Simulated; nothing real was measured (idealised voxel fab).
process module | voxel wiring stack
cross-section cut | 180 nm wide | cells 5 nm
A cross-section is a grid of square cells, given in bands from the top down. A band is one or more rows of cells.
Each band's line starts with the height of the band's top and of its bottom, in nm. Then come its materials from left to right, each with its width in nm. One material with "throughout" fills the band from edge to edge. "air" is empty space.
Height 0 is the level under which the wafer as received is all one material. The lowest band goes on downwards, as in "0 down".
A width such as "30 to 40" changes by the same amount from each row of cells to the next, from the band's top row to its bottom row.
"no change" after a step means that no cell of the cross-section changed.
closed voids: empty space of 8 cells or more with no open way to the top, each as width x height at its distance from the left edge, in nm
after a step's settings: what the simulator itself notes on the step
overlay nm, on a step with a mask: how far to the right of its planned place the mask lay; to the left if negative
Each pair below shows a cross-section before one step and the cross-section after it, down to the lowest band that changed. The line under each pair gives the step between them, with its settings. The pairs can come from different runs of this module on the same starting wafer, so a pair continues from the pair above only where its "before" says so.
before
  130 to 125: TiN 35 | air 10 | TiN 40 | air 10 | TiN 40 | air 10 | TiN 35
  125 to 110: lowk 30 | TiN 5 | air 10 | TiN 5 | lowk 30 | TiN 5 | air 10 | TiN 5 | lowk 30 | TiN 5 | air 10 | TiN 5 | lowk 30
  110 to 105: SiN 30 | TiN 20 | SiN 30 | TiN 20 | SiN 30 | TiN 20 | SiN 30
  105 to 90: SiO2 30 | SiN 5 | TiN 5 | SiN 5 | SiO2 85 | SiN 5 | TiN 5 | SiN 5 | SiO2 35
  90 to 75: SiO2 throughout
  75 to 70: SiCN throughout
  70 to 55: SiO2 30 | TiN 5 | Ru 10 | TiN 5 | SiO2 30 | TiN 5 | Ru 10 | TiN 5 | SiO2 30 | TiN 5 | Ru 10 | TiN 5 | SiO2 30
  55 to 50: SiCN 30 | TiN 20 | SiCN 30 | TiN 20 | SiCN 30 | TiN 20 | SiCN 30
  50 to 35: lowk 30 | TiN 5 | Cu 5 | TiN 5 | lowk 85 | TiN 5 | Cu 5 | TiN 5 | lowk 35
  35 to 30: SiCN 30 | TiN 15 | SiCN 85 | TiN 15 | SiCN 35
  30 to 15: SiO2 30 | Ru 20 | SiO2 30 | Ru 20 | SiO2 30 | Ru 20 | SiO2 30
  15 to 10: SiO2 30 | TiN 20 | SiO2 30 | TiN 20 | SiO2 30 | TiN 20 | SiO2 30
  10 to 0: SiO2 throughout
  0 down: Si throughout
  closed voids: none
after
  140 to 130: Cu throughout
  130 to 125: TiN 35 | Cu 10 | TiN 40 | Cu 10 | TiN 40 | Cu 10 | TiN 35
  125 to 110: lowk 30 | TiN 5 | Cu 10 | TiN 5 | lowk 30 | TiN 5 | Cu 10 | TiN 5 | lowk 30 | TiN 5 | Cu 10 | TiN 5 | lowk 30
  below 110: unchanged
  closed voids: none
the step between: op FILL_DEP | material Cu | thk nm 10
before: the cross-section after the pair above
after
  110 to 105: SiN 30 | TiN 20 | SiN 30 | TiN 20 | SiN 30 | TiN 20 | SiN 30
  below 105: unchanged
  closed voids: none
the step between: op CMP | height nm 110
before: the cross-section after the pair above
after
  115 to 110: air 25 | Ru 30 | air 20 | Ru 30 | air 20 | Ru 30 | air 25
  below 110: unchanged
  closed voids: none
the step between: op EPI | material Ru | thk nm 5
before: the cross-section after the pair above
after
  120 to 115: SiCN throughout
  115 to 110: SiCN 25 | Ru 30 | SiCN 20 | Ru 30 | SiCN 20 | Ru 30 | SiCN 25
  below 110: unchanged
  closed voids: none
the step between: op FILL_DEP | material SiCN | thk nm 5
before: the cross-section after the pair above
after
  145 to 120: SiO2 throughout
  below 120: unchanged
  closed voids: none
the step between: op DIRECTIONAL_DEP | material SiO2 | thk nm 25
before: the cross-section after the pair above
after
  145 to 130: SiO2 30 | air 20 | SiO2 30 | air 20 | SiO2 30 | air 20 | SiO2 30
  below 130: unchanged
  closed voids: none
the step between: op MASKED_ETCH | tone open | mask id METAL_4 | width nm 20 | pitch nm 50 | etch materials SiO2 | depth nm 15 | overlay nm 0
before: the cross-section after the pair above
after
  145 to 130: SiO2 30 | air 20 | SiO2 30 | air 20 | SiO2 30 | air 20 | SiO2 30
  130 to 120: SiO2 30 | air 15 | SiO2 35 | air 15 | SiO2 35 | air 15 | SiO2 35
  below 120: unchanged
  closed voids: none
the step between: op MASKED_ETCH | tone open | mask id METAL_4_HOLES | width nm 15 | pitch nm 50 | etch materials SiO2 | depth nm 10 | overlay nm 0
before: the cross-section after the pair above
after
  145 to 130: SiO2 30 | air 20 | SiO2 30 | air 20 | SiO2 30 | air 20 | SiO2 30
  130 to 120: SiO2 30 | air 15 | SiO2 35 | air 15 | SiO2 35 | air 15 | SiO2 35
  120 to 115: SiCN 30 | air 15 | SiCN 35 | air 15 | SiCN 35 | air 15 | SiCN 35
  below 115: unchanged
  closed voids: none
the step between: op MASKED_ETCH | tone open | mask id METAL_4_HOLES | width nm 15 | pitch nm 50 | etch materials SiCN | depth nm 5 | overlay nm 0
before: the cross-section after the pair above
after
  150 to 145: TiN 35 | air 10 | TiN 40 | air 10 | TiN 40 | air 10 | TiN 35
  145 to 135: SiO2 30 | TiN 5 | air 10 | TiN 5 | SiO2 30 | TiN 5 | air 10 | TiN 5 | SiO2 30 | TiN 5 | air 10 | TiN 5 | SiO2 30
  135 to 130: SiO2 30 | TiN 5 | air 5 | TiN 10 | SiO2 30 | TiN 5 | air 5 | TiN 10 | SiO2 30 | TiN 5 | air 5 | TiN 10 | SiO2 30
  130 to 120: SiO2 30 | TiN 5 | air 5 | TiN 5 | SiO2 35 | TiN 5 | air 5 | TiN 5 | SiO2 35 | TiN 5 | air 5 | TiN 5 | SiO2 35
  120 to 115: SiCN 30 | TiN 15 | SiCN 35 | TiN 15 | SiCN 35 | TiN 15 | SiCN 35
  below 115: unchanged
  closed voids: none
the step between: op CONFORMAL_DEP | material TiN | thk nm 5
before: the cross-section after the pair above
after
  160 to 150: Cu throughout
  150 to 145: TiN 35 | Cu 10 | TiN 40 | Cu 10 | TiN 40 | Cu 10 | TiN 35
  145 to 135: SiO2 30 | TiN 5 | Cu 10 | TiN 5 | SiO2 30 | TiN 5 | Cu 10 | TiN 5 | SiO2 30 | TiN 5 | Cu 10 | TiN 5 | SiO2 30
  135 to 130: SiO2 30 | TiN 5 | Cu 5 | TiN 10 | SiO2 30 | TiN 5 | Cu 5 | TiN 10 | SiO2 30 | TiN 5 | Cu 5 | TiN 10 | SiO2 30
  130 to 120: SiO2 30 | TiN 5 | Cu 5 | TiN 5 | SiO2 35 | TiN 5 | Cu 5 | TiN 5 | SiO2 35 | TiN 5 | Cu 5 | TiN 5 | SiO2 35
  below 120: unchanged
  closed voids: none
the step between: op FILL_DEP | material Cu | thk nm 10
before: the cross-section after the pair above
after
  145 to 135: SiO2 30 | TiN 5 | Cu 10 | TiN 5 | SiO2 30 | TiN 5 | Cu 10 | TiN 5 | SiO2 30 | TiN 5 | Cu 10 | TiN 5 | SiO2 30
  below 135: unchanged
  closed voids: none
the step between: op CMP | height nm 145
before: the cross-section after the pair above
after
  150 to 145: SiN throughout
  below 145: unchanged
  closed voids: none
the step between: op CONFORMAL_DEP | material SiN | thk nm 5
before
  70 to 55: SiO2 30 | TiN 5 | Ru 10 | TiN 5 | SiO2 30 | TiN 5 | Ru 10 | TiN 5 | SiO2 30 | TiN 5 | Ru 10 | TiN 5 | SiO2 30
  55 to 50: SiCN 30 | TiN 20 | SiCN 30 | TiN 20 | SiCN 30 | TiN 20 | SiCN 30
  50 to 35: lowk 30 | TiN 5 | Cu 5 | TiN 5 | lowk 85 | TiN 5 | Cu 5 | TiN 5 | lowk 35
  35 to 30: SiCN 30 | TiN 15 | SiCN 85 | TiN 15 | SiCN 35
  30 to 15: SiO2 30 | Ru 20 | SiO2 30 | Ru 20 | SiO2 30 | Ru 20 | SiO2 30
  15 to 10: SiO2 30 | TiN 20 | SiO2 30 | TiN 20 | SiO2 30 | TiN 20 | SiO2 30
  10 to 0: SiO2 throughout
  0 down: Si throughout
  closed voids: none
after
  85 to 70: SiO2 throughout
  below 70: unchanged
  closed voids: none
the step between: op DIRECTIONAL_DEP | material SiO2 | thk nm 15
before: the cross-section after the pair above
after
  90 to 85: SiCN throughout
  below 85: unchanged
  closed voids: none
the step between: op CONFORMAL_DEP | material SiCN | thk nm 5
before: the cross-section after the pair above
after
  90 to 85: SiCN 30 | air 15 | SiCN 85 | air 15 | SiCN 35
  below 85: unchanged
  closed voids: none
the step between: op MASKED_ETCH | tone open | mask id PLUG_2 | width nm 15 | pitch nm 100 | etch materials SiCN | depth nm 5 | overlay nm 0
before: the cross-section after the pair above
after
  95 to 90: SiN 35 | air 5 | SiN 95 | air 5 | SiN 40
  90 to 85: SiCN 30 | SiN 15 | SiCN 85 | SiN 15 | SiCN 35
  below 85: unchanged
  closed voids: none
the step between: op CONFORMAL_DEP | material SiN | thk nm 5
before: the cross-section after the pair above
after
  110 to 105: lowk 35 | air 5 | lowk 95 | air 5 | lowk 40
  105 to 95: lowk throughout
  95 to 90: SiN 35 | lowk 5 | SiN 95 | lowk 5 | SiN 40
  below 90: unchanged
  closed voids: none
the step between: op DIRECTIONAL_DEP | material lowk | thk nm 15
before: the cross-section after the pair above
after
  110 to 95: lowk 30 | air 20 | lowk 30 | air 20 | lowk 30 | air 20 | lowk 30
  95 to 90: SiN 35 | air 5 | SiN 95 | air 5 | SiN 40
  below 90: unchanged
  closed voids: none
the step between: op MASKED_ETCH | tone open | mask id METAL_3 | width nm 20 | pitch nm 50 | etch materials lowk | depth nm 15 | overlay nm 0
before: the cross-section after the pair above
after
  110 to 95: lowk 30 | air 20 | lowk 30 | air 20 | lowk 30 | air 20 | lowk 30
  95 to 90: SiN 30 | air 20 | SiN 30 | air 20 | SiN 30 | air 20 | SiN 30
  90 to 85: SiCN 30 | SiN 5 | air 5 | SiN 5 | SiCN 85 | SiN 5 | air 5 | SiN 5 | SiCN 35
  below 85: unchanged
  closed voids: none
the step between: op MASKED_ETCH | tone open | mask id METAL_3 | width nm 20 | pitch nm 50 | etch materials SiN | depth nm 5 | overlay nm 0
before: the cross-section after the pair above
after
  115 to 110: TiN 35 | air 10 | TiN 40 | air 10 | TiN 40 | air 10 | TiN 35
  110 to 95: lowk 30 | TiN 5 | air 10 | TiN 5 | lowk 30 | TiN 5 | air 10 | TiN 5 | lowk 30 | TiN 5 | air 10 | TiN 5 | lowk 30
  95 to 90: SiN 30 | TiN 20 | SiN 30 | TiN 20 | SiN 30 | TiN 20 | SiN 30
  90 to 85: SiCN 30 | SiN 5 | TiN 5 | SiN 5 | SiCN 85 | SiN 5 | TiN 5 | SiN 5 | SiCN 35
  below 85: unchanged
  closed voids: none
the step between: op CONFORMAL_DEP | material TiN | thk nm 5
before: the cross-section after the pair above
after
  125 to 115: Cu throughout
  115 to 110: TiN 35 | Cu 10 | TiN 40 | Cu 10 | TiN 40 | Cu 10 | TiN 35
  110 to 95: lowk 30 | TiN 5 | Cu 10 | TiN 5 | lowk 30 | TiN 5 | Cu 10 | TiN 5 | lowk 30 | TiN 5 | Cu 10 | TiN 5 | lowk 30
  below 95: unchanged
  closed voids: none
the step between: op FILL_DEP | material Cu | thk nm 10
before: the cross-section after the pair above
after
  110 to 95: lowk 30 | TiN 5 | Cu 10 | TiN 5 | lowk 30 | TiN 5 | Cu 10 | TiN 5 | lowk 30 | TiN 5 | Cu 10 | TiN 5 | lowk 30
  below 95: unchanged
  closed voids: none
the step between: op CMP | height nm 110
before: the cross-section after the pair above
after
  115 to 110: air 25 | Ru 30 | air 20 | Ru 30 | air 20 | Ru 30 | air 25
  below 110: unchanged
  closed voids: none
the step between: op EPI | material Ru | thk nm 5
before: the cross-section after the pair above
after
  120 to 115: SiCN throughout
  115 to 110: SiCN 25 | Ru 30 | SiCN 20 | Ru 30 | SiCN 20 | Ru 30 | SiCN 25
  below 110: unchanged
  closed voids: none
the step between: op FILL_DEP | material SiCN | thk nm 5
before: the cross-section after the pair above
after
  145 to 120: SiO2 throughout
  below 120: unchanged
  closed voids: none
the step between: op DIRECTIONAL_DEP | material SiO2 | thk nm 25
before: the cross-section after the pair above
after
  145 to 130: SiO2 30 | air 20 | SiO2 30 | air 20 | SiO2 30 | air 20 | SiO2 30
  below 130: unchanged
  closed voids: none
the step between: op MASKED_ETCH | tone open | mask id METAL_4 | width nm 20 | pitch nm 50 | etch materials SiO2 | depth nm 15 | overlay nm 0
before: the cross-section after the pair above
after
  145 to 130: SiO2 30 | air 20 | SiO2 30 | air 20 | SiO2 30 | air 20 | SiO2 30
  130 to 120: SiO2 30 | air 15 | SiO2 35 | air 15 | SiO2 35 | air 15 | SiO2 35
  below 120: unchanged
  closed voids: none
the step between: op MASKED_ETCH | tone open | mask id METAL_4_HOLES | width nm 15 | pitch nm 50 | etch materials SiO2 | depth nm 10 | overlay nm 0
before: the cross-section after the pair above
after
  145 to 130: SiO2 30 | air 20 | SiO2 30 | air 20 | SiO2 30 | air 20 | SiO2 30
  130 to 120: SiO2 30 | air 15 | SiO2 35 | air 15 | SiO2 35 | air 15 | SiO2 35
  120 to 115: SiCN 30 | air 15 | SiCN 35 | air 15 | SiCN 35 | air 15 | SiCN 35
  below 115: unchanged
  closed voids: none
the step between: op MASKED_ETCH | tone open | mask id METAL_4_HOLES | width nm 15 | pitch nm 50 | etch materials SiCN | depth nm 5 | overlay nm 0
before: the cross-section after the pair above
after
  150 to 145: TiN 35 | air 10 | TiN 40 | air 10 | TiN 40 | air 10 | TiN 35
  145 to 135: SiO2 30 | TiN 5 | air 10 | TiN 5 | SiO2 30 | TiN 5 | air 10 | TiN 5 | SiO2 30 | TiN 5 | air 10 | TiN 5 | SiO2 30
  135 to 130: SiO2 30 | TiN 5 | air 5 | TiN 10 | SiO2 30 | TiN 5 | air 5 | TiN 10 | SiO2 30 | TiN 5 | air 5 | TiN 10 | SiO2 30
  130 to 120: SiO2 30 | TiN 5 | air 5 | TiN 5 | SiO2 35 | TiN 5 | air 5 | TiN 5 | SiO2 35 | TiN 5 | air 5 | TiN 5 | SiO2 35
  120 to 115: SiCN 30 | TiN 15 | SiCN 35 | TiN 15 | SiCN 35 | TiN 15 | SiCN 35
  below 115: unchanged
  closed voids: none
the step between: op CONFORMAL_DEP | material TiN | thk nm 5
before: the cross-section after the pair above
after
  160 to 150: Cu throughout
  150 to 145: TiN 35 | Cu 10 | TiN 40 | Cu 10 | TiN 40 | Cu 10 | TiN 35
  145 to 135: SiO2 30 | TiN 5 | Cu 10 | TiN 5 | SiO2 30 | TiN 5 | Cu 10 | TiN 5 | SiO2 30 | TiN 5 | Cu 10 | TiN 5 | SiO2 30
  135 to 130: SiO2 30 | TiN 5 | Cu 5 | TiN 10 | SiO2 30 | TiN 5 | Cu 5 | TiN 10 | SiO2 30 | TiN 5 | Cu 5 | TiN 10 | SiO2 30
  130 to 120: SiO2 30 | TiN 5 | Cu 5 | TiN 5 | SiO2 35 | TiN 5 | Cu 5 | TiN 5 | SiO2 35 | TiN 5 | Cu 5 | TiN 5 | SiO2 35
  below 120: unchanged
  closed voids: none
the step between: op FILL_DEP | material Cu | thk nm 10
before: the cross-section after the pair above
after
  145 to 135: SiO2 30 | TiN 5 | Cu 10 | TiN 5 | SiO2 30 | TiN 5 | Cu 10 | TiN 5 | SiO2 30 | TiN 5 | Cu 10 | TiN 5 | SiO2 30
  below 135: unchanged
  closed voids: none
the step between: op CMP | height nm 145
before: the cross-section after the pair above
after
  150 to 145: SiN throughout
  below 145: unchanged
  closed voids: none
the step between: op CONFORMAL_DEP | material SiN | thk nm 5
before
  65 to 55: Cu throughout
  55 to 50: TiN 35 | Cu 5 | TiN 95 | Cu 5 | TiN 40
  50 to 35: lowk 30 | TiN 5 | Cu 5 | TiN 5 | lowk 85 | TiN 5 | Cu 5 | TiN 5 | lowk 35
  35 to 30: SiCN 30 | TiN 15 | SiCN 85 | TiN 15 | SiCN 35
  30 to 15: SiO2 30 | Ru 20 | SiO2 30 | Ru 20 | SiO2 30 | Ru 20 | SiO2 30
  15 to 10: SiO2 30 | TiN 20 | SiO2 30 | TiN 20 | SiO2 30 | TiN 20 | SiO2 30
  10 to 0: SiO2 throughout
  0 down: Si throughout
  closed voids: none
after
  40 to 35: lowk 30 | TiN 5 | Cu 5 | TiN 5 | lowk 85 | TiN 5 | Cu 5 | TiN 5 | lowk 35
  below 35: unchanged
  closed voids: none
the step between: op CMP | height nm 40
before: the cross-section after the pair above
after
  45 to 40: SiCN throughout
  below 40: unchanged
  closed voids: none
the step between: op CONFORMAL_DEP | material SiCN | thk nm 5
before: the cross-section after the pair above
after
  60 to 45: SiO2 throughout
  below 45: unchanged
  closed voids: none
the step between: op DIRECTIONAL_DEP | material SiO2 | thk nm 15
before: the cross-section after the pair above
after
  60 to 45: SiO2 30 | air 20 | SiO2 30 | air 20 | SiO2 30 | air 20 | SiO2 30
  below 45: unchanged
  closed voids: none
the step between: op MASKED_ETCH | tone open | mask id METAL_2 | width nm 20 | pitch nm 50 | etch materials SiO2 | depth nm 15 | overlay nm 0
before: the cross-section after the pair above
after
  60 to 45: SiO2 30 | air 20 | SiO2 30 | air 20 | SiO2 30 | air 20 | SiO2 30
  45 to 40: SiCN 30 | air 20 | SiCN 30 | air 20 | SiCN 30 | air 20 | SiCN 30
  below 40: unchanged
  closed voids: none
the step between: op MASKED_ETCH | tone open | mask id METAL_2 | width nm 20 | pitch nm 50 | etch materials SiCN | depth nm 5 | overlay nm 0
before: the cross-section after the pair above
after
  65 to 60: TiN 35 | air 10 | TiN 40 | air 10 | TiN 40 | air 10 | TiN 35
  60 to 45: SiO2 30 | TiN 5 | air 10 | TiN 5 | SiO2 30 | TiN 5 | air 10 | TiN 5 | SiO2 30 | TiN 5 | air 10 | TiN 5 | SiO2 30
  45 to 40: SiCN 30 | TiN 20 | SiCN 30 | TiN 20 | SiCN 30 | TiN 20 | SiCN 30
  below 40: unchanged
  closed voids: none
the step between: op CONFORMAL_DEP | material TiN | thk nm 5
before: the cross-section after the pair above
after
  70 to 65: Ru throughout
  65 to 60: TiN 35 | Ru 10 | TiN 40 | Ru 10 | TiN 40 | Ru 10 | TiN 35
  60 to 45: SiO2 30 | TiN 5 | Ru 10 | TiN 5 | SiO2 30 | TiN 5 | Ru 10 | TiN 5 | SiO2 30 | TiN 5 | Ru 10 | TiN 5 | SiO2 30
  below 45: unchanged
  closed voids: none
the step between: op FILL_DEP | material Ru | thk nm 5
before: the cross-section after the pair above
after
  75 to 70: SiCN throughout
  below 70: unchanged
  closed voids: none
the step between: op CONFORMAL_DEP | material SiCN | thk nm 5
before: the cross-section after the pair above
after
  90 to 75: SiO2 throughout
  below 75: unchanged
  closed voids: none
the step between: op DIRECTIONAL_DEP | material SiO2 | thk nm 15
before: the cross-section after the pair above
after
  90 to 75: SiO2 30 | air 15 | SiO2 85 | air 15 | SiO2 35
  below 75: unchanged
  closed voids: none
the step between: op MASKED_ETCH | tone open | mask id PLUG_2 | width nm 15 | pitch nm 100 | etch materials SiO2 | depth nm 15 | overlay nm 0
before: the cross-section after the pair above
after
  90 to 75: SiO2 30 | air 15 | SiO2 85 | air 15 | SiO2 35
  75 to 70: SiCN 30 | air 15 | SiCN 85 | air 15 | SiCN 35
  below 70: unchanged
  closed voids: none
the step between: op MASKED_ETCH | tone open | mask id PLUG_2 | width nm 15 | pitch nm 100 | etch materials SiCN | depth nm 5 | overlay nm 0
before: the cross-section after the pair above
after
  90 to 80: SiO2 30 | air 15 | SiO2 85 | air 15 | SiO2 35
  80 to 75: SiO2 30 | Ru 15 | SiO2 85 | Ru 15 | SiO2 35
  75 to 70: SiCN 30 | Ru 15 | SiCN 85 | Ru 15 | SiCN 35
  below 70: unchanged
  closed voids: none
the step between: op EPI | material Ru | thk nm 10
before: the cross-section after the pair above
after
  90 to 75: SiO2 30 | Ru 15 | SiO2 85 | Ru 15 | SiO2 35
  below 75: unchanged
  closed voids: none
the step between: op EPI | material Ru | thk nm 10
before: the cross-section after the pair above
after
  95 to 90: SiN throughout
  below 90: unchanged
  closed voids: none
the step between: op CONFORMAL_DEP | material SiN | thk nm 5
before: the cross-section after the pair above
after
  110 to 95: lowk throughout
  below 95: unchanged
  closed voids: none
the step between: op DIRECTIONAL_DEP | material lowk | thk nm 15
before: the cross-section after the pair above
after
  110 to 95: lowk 30 | air 20 | lowk 30 | air 20 | lowk 30 | air 20 | lowk 30
  below 95: unchanged
  closed voids: none
the step between: op MASKED_ETCH | tone open | mask id METAL_3 | width nm 20 | pitch nm 50 | etch materials lowk | depth nm 15 | overlay nm 0
before: the cross-section after the pair above
after
  110 to 95: lowk 30 | air 20 | lowk 30 | air 20 | lowk 30 | air 20 | lowk 30
  95 to 90: SiN 30 | air 20 | SiN 30 | air 20 | SiN 30 | air 20 | SiN 30
  below 90: unchanged
  closed voids: none
the step between: op MASKED_ETCH | tone open | mask id METAL_3 | width nm 20 | pitch nm 50 | etch materials SiN | depth nm 5 | overlay nm 0
before: the cross-section after the pair above
after
  115 to 110: TiN 35 | air 10 | TiN 40 | air 10 | TiN 40 | air 10 | TiN 35
  110 to 95: lowk 30 | TiN 5 | air 10 | TiN 5 | lowk 30 | TiN 5 | air 10 | TiN 5 | lowk 30 | TiN 5 | air 10 | TiN 5 | lowk 30
  95 to 90: SiN 30 | TiN 20 | SiN 30 | TiN 20 | SiN 30 | TiN 20 | SiN 30
  below 90: unchanged
  closed voids: none
the step between: op CONFORMAL_DEP | material TiN | thk nm 5
before: the cross-section after the pair above
after
  125 to 115: Cu throughout
  115 to 110: TiN 35 | Cu 10 | TiN 40 | Cu 10 | TiN 40 | Cu 10 | TiN 35
  110 to 95: lowk 30 | TiN 5 | Cu 10 | TiN 5 | lowk 30 | TiN 5 | Cu 10 | TiN 5 | lowk 30 | TiN 5 | Cu 10 | TiN 5 | lowk 30
  below 95: unchanged
  closed voids: none
the step between: op FILL_DEP | material Cu | thk nm 10
before: the cross-section after the pair above
after
  110 to 95: lowk 30 | TiN 5 | Cu 10 | TiN 5 | lowk 30 | TiN 5 | Cu 10 | TiN 5 | lowk 30 | TiN 5 | Cu 10 | TiN 5 | lowk 30
  below 95: unchanged
  closed voids: none
the step between: op CMP | height nm 110
before: the cross-section after the pair above
after
  115 to 110: air 25 | Ru 30 | air 20 | Ru 30 | air 20 | Ru 30 | air 25
  below 110: unchanged
  closed voids: none
the step between: op EPI | material Ru | thk nm 5
before: the cross-section after the pair above
after
  120 to 115: SiCN throughout
  115 to 110: SiCN 25 | Ru 30 | SiCN 20 | Ru 30 | SiCN 20 | Ru 30 | SiCN 25
  below 110: unchanged
  closed voids: none
the step between: op FILL_DEP | material SiCN | thk nm 5
before: the cross-section after the pair above
after
  145 to 120: SiO2 throughout
  below 120: unchanged
  closed voids: none
the step between: op DIRECTIONAL_DEP | material SiO2 | thk nm 25
before: the cross-section after the pair above
after
  145 to 130: SiO2 30 | air 20 | SiO2 30 | air 20 | SiO2 30 | air 20 | SiO2 30
  below 130: unchanged
  closed voids: none
the step between: op MASKED_ETCH | tone open | mask id METAL_4 | width nm 20 | pitch nm 50 | etch materials SiO2 | depth nm 15 | overlay nm 0
before: the cross-section after the pair above
after
  145 to 130: SiO2 30 | air 20 | SiO2 30 | air 20 | SiO2 30 | air 20 | SiO2 30
  130 to 120: SiO2 30 | air 15 | SiO2 35 | air 15 | SiO2 35 | air 15 | SiO2 35
  below 120: unchanged
  closed voids: none
the step between: op MASKED_ETCH | tone open | mask id METAL_4_HOLES | width nm 15 | pitch nm 50 | etch materials SiO2 | depth nm 10 | overlay nm 0
before: the cross-section after the pair above
after
  145 to 130: SiO2 30 | air 20 | SiO2 30 | air 20 | SiO2 30 | air 20 | SiO2 30
  130 to 120: SiO2 30 | air 15 | SiO2 35 | air 15 | SiO2 35 | air 15 | SiO2 35
  120 to 115: SiCN 30 | air 15 | SiCN 35 | air 15 | SiCN 35 | air 15 | SiCN 35
  below 115: unchanged
  closed voids: none
the step between: op MASKED_ETCH | tone open | mask id METAL_4_HOLES | width nm 15 | pitch nm 50 | etch materials SiCN | depth nm 5 | overlay nm 0
before: the cross-section after the pair above
after
  150 to 145: TiN 35 | air 10 | TiN 40 | air 10 | TiN 40 | air 10 | TiN 35
  145 to 135: SiO2 30 | TiN 5 | air 10 | TiN 5 | SiO2 30 | TiN 5 | air 10 | TiN 5 | SiO2 30 | TiN 5 | air 10 | TiN 5 | SiO2 30
  135 to 130: SiO2 30 | TiN 5 | air 5 | TiN 10 | SiO2 30 | TiN 5 | air 5 | TiN 10 | SiO2 30 | TiN 5 | air 5 | TiN 10 | SiO2 30
  130 to 120: SiO2 30 | TiN 5 | air 5 | TiN 5 | SiO2 35 | TiN 5 | air 5 | TiN 5 | SiO2 35 | TiN 5 | air 5 | TiN 5 | SiO2 35
  120 to 115: SiCN 30 | TiN 15 | SiCN 35 | TiN 15 | SiCN 35 | TiN 15 | SiCN 35
  below 115: unchanged
  closed voids: none
the step between: op CONFORMAL_DEP | material TiN | thk nm 5
before: the cross-section after the pair above
after
  160 to 150: Cu throughout
  150 to 145: TiN 35 | Cu 10 | TiN 40 | Cu 10 | TiN 40 | Cu 10 | TiN 35
  145 to 135: SiO2 30 | TiN 5 | Cu 10 | TiN 5 | SiO2 30 | TiN 5 | Cu 10 | TiN 5 | SiO2 30 | TiN 5 | Cu 10 | TiN 5 | SiO2 30
  135 to 130: SiO2 30 | TiN 5 | Cu 5 | TiN 10 | SiO2 30 | TiN 5 | Cu 5 | TiN 10 | SiO2 30 | TiN 5 | Cu 5 | TiN 10 | SiO2 30
  130 to 120: SiO2 30 | TiN 5 | Cu 5 | TiN 5 | SiO2 35 | TiN 5 | Cu 5 | TiN 5 | SiO2 35 | TiN 5 | Cu 5 | TiN 5 | SiO2 35
  below 120: unchanged
  closed voids: none
the step between: op FILL_DEP | material Cu | thk nm 10
before: the cross-section after the pair above
after
  145 to 135: SiO2 30 | TiN 5 | Cu 10 | TiN 5 | SiO2 30 | TiN 5 | Cu 10 | TiN 5 | SiO2 30 | TiN 5 | Cu 10 | TiN 5 | SiO2 30
  below 135: unchanged
  closed voids: none
the step between: op CMP | height nm 145
before: the cross-section after the pair above
after
  150 to 145: SiN throughout
  below 145: unchanged
  closed voids: none
the step between: op CONFORMAL_DEP | material SiN | thk nm 5
before
  45 to 30: aC throughout
  30 to 15: Ru throughout
  15 to 10: TiN throughout
  10 to 0: SiO2 throughout
  0 down: Si throughout
  closed voids: none
after
  80 to 45: air 30 | resist 25 | air 25 | resist 25 | air 25 | resist 25 | air 25
  below 45: unchanged
  closed voids: none
the step between: op PATTERN | tone cover | mask id METAL_1 | material resist | width nm 25 | pitch nm 50 | thk nm 35 | overlay nm 0
before: the cross-section after the pair above
after
  65 to 45: air 30 | resist 25 | air 25 | resist 25 | air 25 | resist 25 | air 25
  45 to 30: air 30 | aC 25 | air 25 | aC 25 | air 25 | aC 25 | air 25
  below 30: unchanged
  closed voids: none
the step between: op DIRECTIONAL_ETCH | etch materials aC | depth nm 15
before: the cross-section after the pair above
after
  45 to 30: air 30 | aC 25 | air 25 | aC 25 | air 25 | aC 25 | air 25
  below 30: unchanged
  closed voids: none
the step between: op STRIP | etch materials resist
before: the cross-section after the pair above
after
  45 to 30: air 30 | aC 25 | air 25 | aC 25 | air 25 | aC 25 | air 25
  30 to 15: air 30 | Ru 25 | air 25 | Ru 25 | air 25 | Ru 25 | air 25
  below 15: unchanged
  closed voids: none
the step between: op DIRECTIONAL_ETCH | etch materials Ru | depth nm 15
before: the cross-section after the pair above
after
  45 to 30: air 30 | aC 25 | air 25 | aC 25 | air 25 | aC 25 | air 25
  30 to 15: air 30 | Ru 25 | air 25 | Ru 25 | air 25 | Ru 25 | air 25
  15 to 10: air 30 | TiN 25 | air 25 | TiN 25 | air 25 | TiN 25 | air 25
  below 10: unchanged
  closed voids: none
the step between: op DIRECTIONAL_ETCH | etch materials TiN | depth nm 5
before: the cross-section after the pair above
after
  30 to 15: air 30 | Ru 25 | air 25 | Ru 25 | air 25 | Ru 25 | air 25
  below 15: unchanged
  closed voids: none
the step between: op STRIP | etch materials aC
before: the cross-section after the pair above
after
  40 to 30: SiO2 throughout
  30 to 15: SiO2 30 | Ru 25 | SiO2 25 | Ru 25 | SiO2 25 | Ru 25 | SiO2 25
  15 to 10: SiO2 30 | TiN 25 | SiO2 25 | TiN 25 | SiO2 25 | TiN 25 | SiO2 25
  below 10: unchanged
  closed voids: none
the step between: op FILL_DEP | material SiO2 | thk nm 10
before: the cross-section after the pair above
after
  30 to 15: SiO2 30 | Ru 25 | SiO2 25 | Ru 25 | SiO2 25 | Ru 25 | SiO2 25
  below 15: unchanged
  closed voids: none
the step between: op CMP | height nm 30
before: the cross-section after the pair above
after
  35 to 30: SiCN throughout
  below 30: unchanged
  closed voids: none
the step between: op CONFORMAL_DEP | material SiCN | thk nm 5
before: the cross-section after the pair above
after
  50 to 35: lowk throughout
  below 35: unchanged
  closed voids: none
the step between: op DIRECTIONAL_DEP | material lowk | thk nm 15
before: the cross-section after the pair above
after
  50 to 35: lowk 30 | air 15 | lowk 85 | air 15 | lowk 35
  below 35: unchanged
  closed voids: none
the step between: op MASKED_ETCH | tone open | mask id PLUG_1 | width nm 15 | pitch nm 100 | etch materials lowk | depth nm 15 | overlay nm 0
before: the cross-section after the pair above
after
  50 to 35: lowk 30 | air 15 | lowk 85 | air 15 | lowk 35
  35 to 30: SiCN 30 | air 15 | SiCN 85 | air 15 | SiCN 35
  below 30: unchanged
  closed voids: none
the step between: op MASKED_ETCH | tone open | mask id PLUG_1 | width nm 15 | pitch nm 100 | etch materials SiCN | depth nm 5 | overlay nm 0
before: the cross-section after the pair above
after
  55 to 50: TiN 35 | air 5 | TiN 95 | air 5 | TiN 40
  50 to 35: lowk 30 | TiN 5 | air 5 | TiN 5 | lowk 85 | TiN 5 | air 5 | TiN 5 | lowk 35
  35 to 30: SiCN 30 | TiN 15 | SiCN 85 | TiN 15 | SiCN 35
  below 30: unchanged
  closed voids: none
the step between: op CONFORMAL_DEP | material TiN | thk nm 5
before: the cross-section after the pair above
after
  65 to 55: Cu throughout
  55 to 50: TiN 35 | Cu 5 | TiN 95 | Cu 5 | TiN 40
  50 to 35: lowk 30 | TiN 5 | Cu 5 | TiN 5 | lowk 85 | TiN 5 | Cu 5 | TiN 5 | lowk 35
  below 35: unchanged
  closed voids: none
the step between: op FILL_DEP | material Cu | thk nm 10
